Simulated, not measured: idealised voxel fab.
process module | voxel self aligned contacts
cross-section cut | 200 nm wide | cells 5 nm
A cross-section is a grid of square cells, given in bands from the top down. A band is one or more rows of cells.
Each band's line starts with the height of the band's top and of its bottom, in nm. Then come its materials from left to right, each with its width in nm. One material with "throughout" fills the band from edge to edge. "air" is empty space.
Height 0 is the level under which the wafer as received is all one material. The lowest band goes on downwards, as in "0 down".
A width such as "30 to 40" changes by the same amount from each row of cells to the next, from the band's top row to its bottom row.
"no change" after a step means that no cell of the cross-section changed.
closed voids: empty space of 8 cells or more with no open way to the top, each as width x height at its distance from the left edge, in nm
after a step's settings: what the simulator itself notes on the step
overlay nm, on a step with a mask: how far to the right of its planned place the mask lay; to the left if negative
plan
1 op RECEIVE | material Si
2 op OXIDIZE | depth nm 5
3 op DIRECTIONAL_DEP | material polySi | thk nm 30
4 op DIRECTIONAL_DEP | material SiN | thk nm 20
5 op DIRECTIONAL_DEP | material aC | thk nm 15
6 op PATTERN | tone cover | mask id GATE | material resist | width nm 25 | pitch nm 60 | thk nm 35 | overlay nm 0
7 op DIRECTIONAL_ETCH | etch materials aC | depth nm 15
8 op STRIP | etch materials resist
9 op DIRECTIONAL_ETCH | etch materials SiN | depth nm 20
10 op DIRECTIONAL_ETCH | etch materials polySi | depth nm 30
11 op STRIP | etch materials aC
12 op CONFORMAL_DEP | material SiN | thk nm 10
13 op DIRECTIONAL_ETCH | etch materials SiN | depth nm 10
14 op FILL_DEP | material SiO2 | thk nm 20
15 op CMP | height nm 60
16 op PATTERN | tone open | mask id CONTACT | material resist | width nm 45 | pitch nm 60 | thk nm 15 | overlay nm 0
17 op DIRECTIONAL_ETCH | etch materials SiO2 | depth nm 65
18 op STRIP | etch materials resist
19 op CONFORMAL_DEP | material TiN | thk nm 5
20 op FILL_DEP | material Ru | thk nm 10
21 op CMP | height nm 60
22 op CONFORMAL_DEP | material SiCN | thk nm 5
as received, after step 1
  0 down: Si throughout
  closed voids: none
a wafer at the end: this start, this plan, one mistake
  65 to 60: SiCN throughout
  60 to 50: SiO2 35 | TiN 5 to 30 | Ru 35 to 5 | TiN 5 to 10 | SiO2 15 | TiN 5 to 30 | Ru 35 to 5 | TiN 5 to 10 | SiO2 60
  50 to 30: SiO2 15 | SiN 45 | TiN 5 | Ru 5 | TiN 5 | SiN 45 | TiN 5 | Ru 5 | TiN 5 | SiN 45 | SiO2 20
  30 to 0: SiO2 15 | SiN 10 | polySi 25 | SiN 10 | TiN 5 | Ru 5 | TiN 5 | SiN 10 | polySi 25 | SiN 10 | TiN 5 | Ru 5 | TiN 5 | SiN 10 | polySi 25 | SiN 10 | SiO2 20
  0 to -5: SiO2 60 | TiN 15 | SiO2 45 | TiN 15 | SiO2 65
  -5 down: Si throughout
  closed voids: none
what went wrong: step 16 ran as: op PATTERN | tone open | mask id CONTACT | material resist | width nm 45 | pitch nm 60 | thk nm 15 | overlay nm -10
